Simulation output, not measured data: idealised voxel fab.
process module | voxel self aligned vias
cross-section cut | 205 nm wide | cells 5 nm
A cross-section is a grid of square cells, given in bands from the top down. A band is one or more rows of cells.
Each band's line starts with the height of the band's top and of its bottom, in nm. Then come its materials from left to right, each with its width in nm. One material with "throughout" fills the band from edge to edge. "air" is empty space.
Height 0 is the level under which the wafer as received is all one material. The lowest band goes on downwards, as in "0 down".
A width such as "30 to 40" changes by the same amount from each row of cells to the next, from the band's top row to its bottom row.
"no change" after a step means that no cell of the cross-section changed.
closed voids: empty space of 8 cells or more with no open way to the top, each as width x height at its distance from the left edge, in nm
after a step's settings: what the simulator itself notes on the step
overlay nm, on a step with a mask: how far to the right of its planned place the mask lay; to the left if negative
plan
1 op RECEIVE | material Si
2 op CONFORMAL_DEP | material SiO2 | thk nm 10
3 op CONFORMAL_DEP | material SiCN | thk nm 5
4 op DIRECTIONAL_DEP | material lowk | thk nm 30
5 op PATTERN | tone open | mask id LINES | material resist | width nm 20 | pitch nm 55 | thk nm 15 | overlay nm 0
6 op DIRECTIONAL_ETCH | etch materials lowk | depth nm 30
7 op STRIP | etch materials resist
8 op CONFORMAL_DEP | material TiN | thk nm 5
9 op FILL_DEP | material W | thk nm 5
10 op CMP | height nm 45
11 op SELECTIVE_ETCH | etch materials W Ru TiN | depth nm 10
12 op FILL_DEP | material SiN | thk nm 10
13 op CMP | height nm 45
14 op DIRECTIONAL_DEP | material lowk | thk nm 20
15 op DIRECTIONAL_DEP | material aC | thk nm 10
16 op PATTERN | tone open | mask id VIAS | material resist | width nm 30 | pitch nm 55 | thk nm 30 | overlay nm 0
17 op DIRECTIONAL_ETCH | etch materials aC | depth nm 10
18 op STRIP | etch materials resist
19 op DIRECTIONAL_ETCH | etch materials lowk | depth nm 20
20 op DIRECTIONAL_ETCH | etch materials SiN | depth nm 10
21 op STRIP | etch materials aC
22 op CONFORMAL_DEP | material TiN | thk nm 5
23 op FILL_DEP | material Ru | thk nm 5
24 op CMP | height nm 65
25 op CONFORMAL_DEP | material SiCN | thk nm 5
first wafer, as planned
as received, after step 1
  0 down: Si throughout
  closed voids: none
after step 2
  10 to 0: SiO2 throughout
  below 0: unchanged
after step 3
  15 to 10: SiCN throughout
  below 10: unchanged
after step 4
  45 to 15: lowk throughout
  below 15: unchanged
after step 5
  60 to 45: resist 35 | air 20 | resist 35 | air 20 | resist 35 | air 20 | resist 40
  below 45: unchanged
after step 6
  60 to 45: resist 35 | air 20 | resist 35 | air 20 | resist 35 | air 20 | resist 40
  45 to 15: lowk 35 | air 20 | lowk 35 | air 20 | lowk 35 | air 20 | lowk 40
  below 15: unchanged
after step 7
  45 to 15: lowk 35 | air 20 | lowk 35 | air 20 | lowk 35 | air 20 | lowk 40
  below 15: unchanged
after step 8
  50 to 45: TiN 40 | air 10 | TiN 45 | air 10 | TiN 45 | air 10 | TiN 45
  45 to 20: lowk 35 | TiN 5 | air 10 | TiN 5 | lowk 35 | TiN 5 | air 10 | TiN 5 | lowk 35 | TiN 5 | air 10 | TiN 5 | lowk 40
  20 to 15: lowk 35 | TiN 20 | lowk 35 | TiN 20 | lowk 35 | TiN 20 | lowk 40
  below 15: unchanged
after step 9
  55 to 50: W throughout
  50 to 45: TiN 40 | W 10 | TiN 45 | W 10 | TiN 45 | W 10 | TiN 45
  45 to 20: lowk 35 | TiN 5 | W 10 | TiN 5 | lowk 35 | TiN 5 | W 10 | TiN 5 | lowk 35 | TiN 5 | W 10 | TiN 5 | lowk 40
  below 20: unchanged
after step 10
  45 to 20: lowk 35 | TiN 5 | W 10 | TiN 5 | lowk 35 | TiN 5 | W 10 | TiN 5 | lowk 35 | TiN 5 | W 10 | TiN 5 | lowk 40
  below 20: unchanged
after step 11
  45 to 35: lowk 35 | air 20 | lowk 35 | air 20 | lowk 35 | air 20 | lowk 40
  below 35: unchanged
after step 12
  55 to 45: SiN throughout
  45 to 35: lowk 35 | SiN 20 | lowk 35 | SiN 20 | lowk 35 | SiN 20 | lowk 40
  below 35: unchanged
after step 13
  45 to 35: lowk 35 | SiN 20 | lowk 35 | SiN 20 | lowk 35 | SiN 20 | lowk 40
  below 35: unchanged
after step 14
  65 to 45: lowk throughout
  below 45: unchanged
after step 15
  75 to 65: aC throughout
  below 65: unchanged
after step 16
  105 to 75: resist 30 | air 30 | resist 25 | air 30 | resist 25 | air 30 | resist 35
  below 75: unchanged
after step 17
  95 to 75: resist 30 | air 30 | resist 25 | air 30 | resist 25 | air 30 | resist 35
  75 to 65: aC 30 | air 30 | aC 25 | air 30 | aC 25 | air 30 | aC 35
  below 65: unchanged
after step 18
  75 to 65: aC 30 | air 30 | aC 25 | air 30 | aC 25 | air 30 | aC 35
  below 65: unchanged
after step 19
  75 to 65: aC 30 | air 30 | aC 25 | air 30 | aC 25 | air 30 | aC 35
  65 to 45: lowk 30 | air 30 | lowk 25 | air 30 | lowk 25 | air 30 | lowk 35
  below 45: unchanged
after step 20
  75 to 65: aC 30 | air 30 | aC 25 | air 30 | aC 25 | air 30 | aC 35
  65 to 45: lowk 30 | air 30 | lowk 25 | air 30 | lowk 25 | air 30 | lowk 35
  45 to 35: lowk 35 | air 20 | lowk 35 | air 20 | lowk 35 | air 20 | lowk 40
  below 35: unchanged
after step 21
  65 to 45: lowk 30 | air 30 | lowk 25 | air 30 | lowk 25 | air 30 | lowk 35
  below 45: unchanged
after step 22
  70 to 65: TiN 35 | air 20 | TiN 35 | air 20 | TiN 35 | air 20 | TiN 40
  65 to 50: lowk 30 | TiN 5 | air 20 | TiN 5 | lowk 25 | TiN 5 | air 20 | TiN 5 | lowk 25 | TiN 5 | air 20 | TiN 5 | lowk 35
  50 to 40: lowk 30 to 35 | TiN 10 to 5 | air 10 | TiN 10 to 5 | lowk 25 to 35 | TiN 10 to 5 | air 10 | TiN 10 to 5 | lowk 25 to 35 | TiN 10 to 5 | air 10 | TiN 10 to 5 | lowk 35 to 40
  40 to 35: lowk 35 | TiN 20 | lowk 35 | TiN 20 | lowk 35 | TiN 20 | lowk 40
  below 35: unchanged
after step 23
  75 to 70: Ru throughout
  70 to 65: TiN 35 | Ru 20 | TiN 35 | Ru 20 | TiN 35 | Ru 20 | TiN 40
  65 to 50: lowk 30 | TiN 5 | Ru 20 | TiN 5 | lowk 25 | TiN 5 | Ru 20 | TiN 5 | lowk 25 | TiN 5 | Ru 20 | TiN 5 | lowk 35
  50 to 40: lowk 30 to 35 | TiN 10 to 5 | Ru 10 | TiN 10 to 5 | lowk 25 to 35 | TiN 10 to 5 | Ru 10 | TiN 10 to 5 | lowk 25 to 35 | TiN 10 to 5 | Ru 10 | TiN 10 to 5 | lowk 35 to 40
  below 40: unchanged
after step 24
  65 to 50: lowk 30 | TiN 5 | Ru 20 | TiN 5 | lowk 25 | TiN 5 | Ru 20 | TiN 5 | lowk 25 | TiN 5 | Ru 20 | TiN 5 | lowk 35
  below 50: unchanged
after step 25
  70 to 65: SiCN throughout
  below 65: unchanged
second wafer: like start, like plan, one mistake. Through step 3 it matches the first wafer
when step 4 should have ended
  45 to 15: Ru throughout
  below 15: unchanged
when step 5 should have ended
  60 to 45: resist 35 | air 20 | resist 35 | air 20 | resist 35 | air 20 | resist 40
  below 45: unchanged
when step 6 should have ended: no change
when step 7 should have ended
  45 to 15: Ru throughout
  below 15: unchanged
when step 8 should have ended
  50 to 45: TiN throughout
  below 45: unchanged
when step 9 should have ended
  55 to 50: W throughout
  below 50: unchanged
when step 10 should have ended
  45 to 15: Ru throughout
  below 15: unchanged
when step 11 should have ended
  35 to 15: Ru throughout
  below 15: unchanged
when step 12 should have ended
  45 to 35: SiN throughout
  below 35: unchanged
when step 13 should have ended: no change
when step 14 should have ended
  65 to 45: lowk throughout
  below 45: unchanged
when step 15 should have ended
  75 to 65: aC throughout
  below 65: unchanged
when step 16 should have ended
  105 to 75: resist 30 | air 30 | resist 25 | air 30 | resist 25 | air 30 | resist 35
  below 75: unchanged
when step 17 should have ended
  95 to 75: resist 30 | air 30 | resist 25 | air 30 | resist 25 | air 30 | resist 35
  75 to 65: aC 30 | air 30 | aC 25 | air 30 | aC 25 | air 30 | aC 35
  below 65: unchanged
when step 18 should have ended
  75 to 65: aC 30 | air 30 | aC 25 | air 30 | aC 25 | air 30 | aC 35
  below 65: unchanged
when step 19 should have ended
  75 to 65: aC 30 | air 30 | aC 25 | air 30 | aC 25 | air 30 | aC 35
  65 to 45: lowk 30 | air 30 | lowk 25 | air 30 | lowk 25 | air 30 | lowk 35
  below 45: unchanged
when step 20 should have ended
  75 to 65: aC 30 | air 30 | aC 25 | air 30 | aC 25 | air 30 | aC 35
  65 to 45: lowk 30 | air 30 | lowk 25 | air 30 | lowk 25 | air 30 | lowk 35
  45 to 35: SiN 30 | air 30 | SiN 25 | air 30 | SiN 25 | air 30 | SiN 35
  below 35: unchanged
when step 21 should have ended
  65 to 45: lowk 30 | air 30 | lowk 25 | air 30 | lowk 25 | air 30 | lowk 35
  below 45: unchanged
when step 22 should have ended
  70 to 65: TiN 35 | air 20 | TiN 35 | air 20 | TiN 35 | air 20 | TiN 40
  65 to 45: lowk 30 | TiN 5 | air 20 | TiN 5 | lowk 25 | TiN 5 | air 20 | TiN 5 | lowk 25 | TiN 5 | air 20 | TiN 5 | lowk 35
  45 to 40: SiN 30 | TiN 5 | air 20 | TiN 5 | SiN 25 | TiN 5 | air 20 | TiN 5 | SiN 25 | TiN 5 | air 20 | TiN 5 | SiN 35
  40 to 35: SiN 30 | TiN 30 | SiN 25 | TiN 30 | SiN 25 | TiN 30 | SiN 35
  below 35: unchanged
when step 23 should have ended
  75 to 70: Ru throughout
  70 to 65: TiN 35 | Ru 20 | TiN 35 | Ru 20 | TiN 35 | Ru 20 | TiN 40
  65 to 45: lowk 30 | TiN 5 | Ru 20 | TiN 5 | lowk 25 | TiN 5 | Ru 20 | TiN 5 | lowk 25 | TiN 5 | Ru 20 | TiN 5 | lowk 35
  45 to 40: SiN 30 | TiN 5 | Ru 20 | TiN 5 | SiN 25 | TiN 5 | Ru 20 | TiN 5 | SiN 25 | TiN 5 | Ru 20 | TiN 5 | SiN 35
  below 40: unchanged
when step 24 should have ended
  65 to 45: lowk 30 | TiN 5 | Ru 20 | TiN 5 | lowk 25 | TiN 5 | Ru 20 | TiN 5 | lowk 25 | TiN 5 | Ru 20 | TiN 5 | lowk 35
  below 45: unchanged
when step 25 should have ended
  70 to 65: SiCN throughout
  below 65: unchanged
what went wrong: step 4 ran as: op DIRECTIONAL_DEP | material Ru | thk nm 30
at the end the second wafer has, in cells: 176 more of Ru | 46 more of SiN | 30 fewer of TiN | 18 fewer of W | 174 fewer of lowk
